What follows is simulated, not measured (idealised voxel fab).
voxel gate over fins: a process module
FYI the section here is cut, 155 nm wide, cells are 5 nm squares.
We lay out every cross-section as a grid of square cells and spell it out in bands from the top down, where one band means one or more rows of cells. For a band, the entry starts with two heights in nm, that of the top and then that of the bottom, and carries on with the band's materials in order from left to right, each alongside its width in nm; the word "everywhere" beside a single material means it fills the band edge to edge, and "empty" means empty space. A quick word on heights: they are counted from 0, and under that level the wafer as it came to us is one material throughout. The lowest band is different from the rest in having no bottom; it simply continues downward, written as in "0 and below". A two-number width, for instance "30->40", indicates that the width is equal to the first number in the top row of the band and to the second number in the bottom row, and that it changes by a constant amount per row of cells. When a step is marked "no change", none of the cells in the cross-section changed during that step. Any empty space of 8 cells or more lacking an open way to the top shows up in "Enclosed void entries" as width x height at distance, distance from the left edge, in nm. The remark found on a step's line after its settings is issued by the simulator itself and pertains to that step. "overlay nm" answers the question of how far to the right of plan the mask lay on a step that has a mask, and when it is negative the answer is to the left.

Process steps foreseen in the plan:
| 1 | RECEIVE [material Si] |
| 2 | CONFORMAL_DEP [material SiN] [thk nm 5] |
| 3 | MASKED_ETCH [tone cover] [mask id FINS] [width nm 15] [pitch nm 50] [etch materials SiN] [depth nm 5] [overlay nm 0] |
| 4 | MASKED_ETCH [tone cover] [mask id FINS] [width nm 15] [pitch nm 50] [etch materials Si] [depth nm 30] [overlay nm 0] |
| 5 | FILL_DEP [material SiO2] [thk nm 5] |
| 6 | CMP [height nm 5] |
| 7 | DIRECTIONAL_DEP [material aC] [thk nm 10] |
| 8 | PATTERN [tone open] [mask id RAIL] [material resist] [width nm 15] [thk nm 30] [overlay nm 0] |
| 9 | DIRECTIONAL_ETCH [etch materials aC] [depth nm 10] |
| 10 | STRIP [etch materials resist] |
| 11 | DIRECTIONAL_ETCH [etch materials SiO2] [depth nm 30] |
| 12 | STRIP [etch materials aC] |
| 13 | CONFORMAL_DEP [material TiN] [thk nm 5] |
| 14 | FILL_DEP [material W] [thk nm 10] |
| 15 | CMP [height nm 5] |
| 16 | SELECTIVE_ETCH [etch materials W Ru TiN] [depth nm 20] |
| 17 | FILL_DEP [material SiO2] [thk nm 5] |
| 18 | CMP [height nm 5] |
| 19 | SELECTIVE_ETCH [etch materials SiO2] [depth nm 15] |
| 20 | STRIP [etch materials SiN] |
| 21 | CONFORMAL_DEP [material HfO2] [thk nm 5] |
| 22 | CONFORMAL_DEP [material TiN] [thk nm 5] |
| 23 | FILL_DEP [material W] [thk nm 10] |
| 24 | CMP [height nm 15] |
| 25 | CONFORMAL_DEP [material SiCN] [thk nm 10] |

Here's what the wafer looked like in cross-section when it arrived - that's after step 1:
- 0 and below  Si everywhere
- Enclosed void entries: none

A wafer at the end: this start, this plan, one mistake:
- 25 down to 15  SiCN everywhere
- 15 down to 10  W everywhere
- 10 down to 5  W=10; TiN=35; W=15; TiN=35; W=15; TiN=35; W=10
- 5 down to 0  W=10; TiN=5; HfO2=25; TiN=5; W=15; TiN=5; HfO2=25; TiN=5; W=15; TiN=5; HfO2=25; TiN=5; W=10
- 0 down to -5  TiN=15; HfO2=5; Si=15; HfO2=5; TiN=25; HfO2=5; Si=15; HfO2=5; TiN=25; HfO2=5; Si=15; HfO2=5; TiN=15
- -5 down to -10  HfO2=10; TiN=5; HfO2=5; Si=15; HfO2=5; TiN=5; HfO2=15; TiN=5; HfO2=5; Si=15; HfO2=5; TiN=5; HfO2=15; TiN=5; HfO2=5; Si=15; HfO2=5; TiN=5; HfO2=10
- -10 down to -15  SiO2=5; HfO2=15; Si=15; HfO2=15; SiO2=5; HfO2=15; Si=15; HfO2=15; SiO2=5; HfO2=15; Si=15; HfO2=15; SiO2=5
- -15 down to -20  SiO2=20; Si=15; SiO2=10; TiN=5; W=5; TiN=5; SiO2=10; Si=15; SiO2=35; Si=15; SiO2=20
- -20 down to -25  SiO2=20; Si=15; SiO2=10; TiN=15; SiO2=10; Si=15; SiO2=35; Si=15; SiO2=20
- -25 down to -30  SiO2=20; Si=15; SiO2=35; Si=15; SiO2=35; Si=15; SiO2=20
- -30 and below  Si everywhere
- Enclosed void entries: none
Where did the run depart from the plan? the intended sequence of steps 19 and 20 was reversed during processing, with each occupying the position of the other
